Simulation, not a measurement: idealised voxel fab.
Herein follows the process module entitled voxel self aligned vias.
The width of the displayed cross-section, cut, is 225 nm; its cells are square, with a size of 5 nm.
Each cross-section below is a grid of square cells, stated as bands in top-down order, with one or more rows of cells making up each band. The entry gives the band's vertical extent as a top height and a bottom height in nm, then its horizontal make-up as materials from left to right, each with a width in nm. "blank" stands for empty space; a single material marked "throughout" fills the band edge to edge. The reference from which all heights are counted is 0, the level beneath which the as-received wafer is entirely one material; the lowest band, having no lower bound, proceeds downward and is written after the example "0 nm and below". The two numbers in a width such as "30..40" mark its ends across the band: the first belongs to the top row of cells, the second to the bottom row, and from each row to the next the width moves by the same amount. "nothing was modified" (step): cross-section cells unchanged, all of them. "Enclosed empty spaces" means: voids of 8 cells or more that are shut off from the top with no open way through. Written width x height at distance, distance from the left edge, in nm. If you see something after the settings on a step's line, that's the simulator's own remark about that step. overlay nm: how far to the right of its planned place the mask lay on this masked step (negative: to the left).

Process steps - plan:
1) RECEIVE | material Si
2) CONFORMAL_DEP | material SiO2 | thk nm 15
3) CONFORMAL_DEP | material SiCN | thk nm 5
4) DIRECTIONAL_DEP | material SiO2 | thk nm 20
5) DIRECTIONAL_DEP | material aC | thk nm 10
6) PATTERN | tone open | mask id LINES | material resist | width nm 20 | pitch nm 45 | thk nm 25 | overlay nm 0
7) DIRECTIONAL_ETCH | etch materials aC | depth nm 10
8) STRIP | etch materials resist
9) DIRECTIONAL_ETCH | etch materials SiO2 | depth nm 20
10) STRIP | etch materials aC
11) CONFORMAL_DEP | material TiN | thk nm 5
12) FILL_DEP | material Ru | thk nm 10
13) CMP | height nm 40
14) SELECTIVE_ETCH | etch materials W Ru TiN | depth nm 5
15) FILL_DEP | material SiN | thk nm 10
16) CMP | height nm 40
17) DIRECTIONAL_DEP | material SiO2 | thk nm 20
18) MASKED_ETCH | tone open | mask id VIAS | width nm 30 | etch materials SiO2 | depth nm 20 | overlay nm 0
19) MASKED_ETCH | tone open | mask id VIAS | width nm 30 | etch materials SiN | depth nm 5 | overlay nm 0
20) CONFORMAL_DEP | material TiN | thk nm 5
21) FILL_DEP | material Ru | thk nm 5
22) CMP | height nm 60
23) CONFORMAL_DEP | material SiCN | thk nm 5

Delivered wafer in cross-section: state after step 1:
* 0 nm and below: Si throughout
* Enclosed empty spaces: none

The following cross-section depicts the wafer upon conclusion of the module. Processing commenced from the starting condition illustrated above and adhered to the plan illustrated above, save for one mistake in execution:
* 65 nm to 60 nm: SiCN throughout
* 60 nm to 55 nm: 75 SiN  30 TiN  120 SiN
* 55 nm to 40 nm: SiN throughout
* 40 nm to 35 nm: 80 SiO2  20 SiN  25 SiO2  20 SiN  80 SiO2
* 35 nm to 25 nm: 80 SiO2  5 TiN  10 Ru  5 TiN  25 SiO2  5 TiN  10 Ru  5 TiN  80 SiO2
* 25 nm to 20 nm: 80 SiO2  20 TiN  25 SiO2  20 TiN  80 SiO2
* 20 nm to 15 nm: SiCN throughout
* 15 nm to 0 nm: SiO2 throughout
* 0 nm and below: Si throughout
* Enclosed empty spaces: none
Deviation noted in wafer processing: contrary to plan, step 17 was performed as DIRECTIONAL_DEP | material SiN | thk nm 20
